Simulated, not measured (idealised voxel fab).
The name of this process module is voxel capacitor over wiring.
The cross-section shown here is cut; it is 255 nm wide and divided into square cells measuring 5 nm on a side.
Cross-section format: a grid of square cells, given as bands from top to bottom; each band is one or more rows of cells.
Read a band's entry like this: the first values are the height of its top and the height of its bottom in nm, and what follows is the sequence of materials from left to right, each with its width in nm. Note that "blank" is empty space, and that a single material marked "full width" reaches across the band from edge to edge.
All heights in this document are referenced to 0, defined as the level beneath which the wafer, as received, consists entirely of one material. The lowest band is not bounded below; it extends indefinitely downward and is written in the form "0 nm and below".
The expression "30 to 40" gives the width at the extremes of the band, the first number at its top row of cells and the second at its bottom row, with the width changing by equal amounts from each row to the next in between.
"no alterations made" means the step left every cell of the cross-section as it was.
Closed-off voids of 8+ cells (no open route to the top) go in "Trapped void list", written width x height at distance from the left edge, in nm.
Note: text after step settings on the step line = simulator remark on that step.
Regarding "overlay nm": on a step with a mask, it is the distance the mask lay to the right of its planned place; a negative value places it to the left.

This section lists the process steps that were planned:
step 1: op RECEIVE | material Si
step 2: op CONFORMAL_DEP | material SiO2 | thk nm 10
step 3: op DIRECTIONAL_DEP | material TiN | thk nm 5
step 4: op DIRECTIONAL_DEP | material W | thk nm 25
step 5: op MASKED_ETCH | tone cover | mask id METAL_1 | width nm 25 | pitch nm 80 | etch materials W | depth nm 25 | overlay nm 0
step 6: op MASKED_ETCH | tone cover | mask id METAL_1 | width nm 25 | pitch nm 80 | etch materials TiN | depth nm 5 | overlay nm 0
step 7: op CONFORMAL_DEP | material SiCN | thk nm 5
step 8: op FILL_DEP | material lowk | thk nm 10
step 9: op CMP | height nm 40
step 10: op CONFORMAL_DEP | material SiCN | thk nm 5
step 11: op DIRECTIONAL_DEP | material lowk | thk nm 15
step 12: op PATTERN | tone open | mask id PLUG_1 | material resist | width nm 15 | thk nm 20 | overlay nm 0
step 13: op DIRECTIONAL_ETCH | etch materials lowk | depth nm 15
step 14: op DIRECTIONAL_ETCH | etch materials SiCN | depth nm 5
step 15: op STRIP | etch materials resist
step 16: op CONFORMAL_DEP | material TiN | thk nm 5
step 17: op FILL_DEP | material Cu | thk nm 10
step 18: op CMP | height nm 60
step 19: op DIRECTIONAL_DEP | material TiN | thk nm 5
step 20: op DIRECTIONAL_DEP | material HfO2 | thk nm 5
step 21: op DIRECTIONAL_DEP | material TiN | thk nm 5
step 22: op MASKED_ETCH | tone cover | mask id UPPER_PLATE | width nm 60 | etch materials TiN | depth nm 5 | overlay nm 0
step 23: op MASKED_ETCH | tone cover | mask id UPPER_PLATE | width nm 50 | etch materials HfO2 | depth nm 5 | overlay nm 0
step 24: op MASKED_ETCH | tone cover | mask id LOWER_PLATE | width nm 70 | etch materials TiN | depth nm 5 | overlay nm 0
step 25: op FILL_DEP | material SiO2 | thk nm 15
step 26: op CMP | height nm 85
step 27: op MASKED_ETCH | tone open | mask id PLUG_2 | width nm 15 | etch materials SiO2 | depth nm 10 | overlay nm 0
step 28: op CONFORMAL_DEP | material TiN | thk nm 5
step 29: op FILL_DEP | material W | thk nm 10
step 30: op CMP | height nm 85
step 31: op CONFORMAL_DEP | material SiCN | thk nm 5
Variable across wafers: step 23 width nm (plan value is that of the first wafer; starting state common to all).

First of several wafers, received after step 1, in cross-section:
0 nm and below = Si full width
Trapped void list: none

Below: a row per wafer. Contents at end of module: for every material, cells gained since receipt (+) or lost since receipt (-); then closed voids:
width nm 50; +3 Cu; +12 HfO2; +160 SiCN; +313 SiO2; +50 TiN; +51 W; +329 lowk; Trapped void list: none
width nm 55; +3 Cu; +12 HfO2; +160 SiCN; +313 SiO2; +50 TiN; +51 W; +329 lowk; Trapped void list: none
width nm 60; +3 Cu; +12 HfO2; +160 SiCN; +313 SiO2; +50 TiN; +51 W; +329 lowk; Trapped void list: none
width nm 65; +3 Cu; +13 HfO2; +160 SiCN; +312 SiO2; +50 TiN; +51 W; +329 lowk; Trapped void list: none
width nm 70; +3 Cu; +14 HfO2; +160 SiCN; +311 SiO2; +50 TiN; +51 W; +329 lowk; Trapped void list: none
width nm 75; +3 Cu; +15 HfO2; +160 SiCN; +309 SiO2; +51 TiN; +51 W; +329 lowk; Trapped void list: none
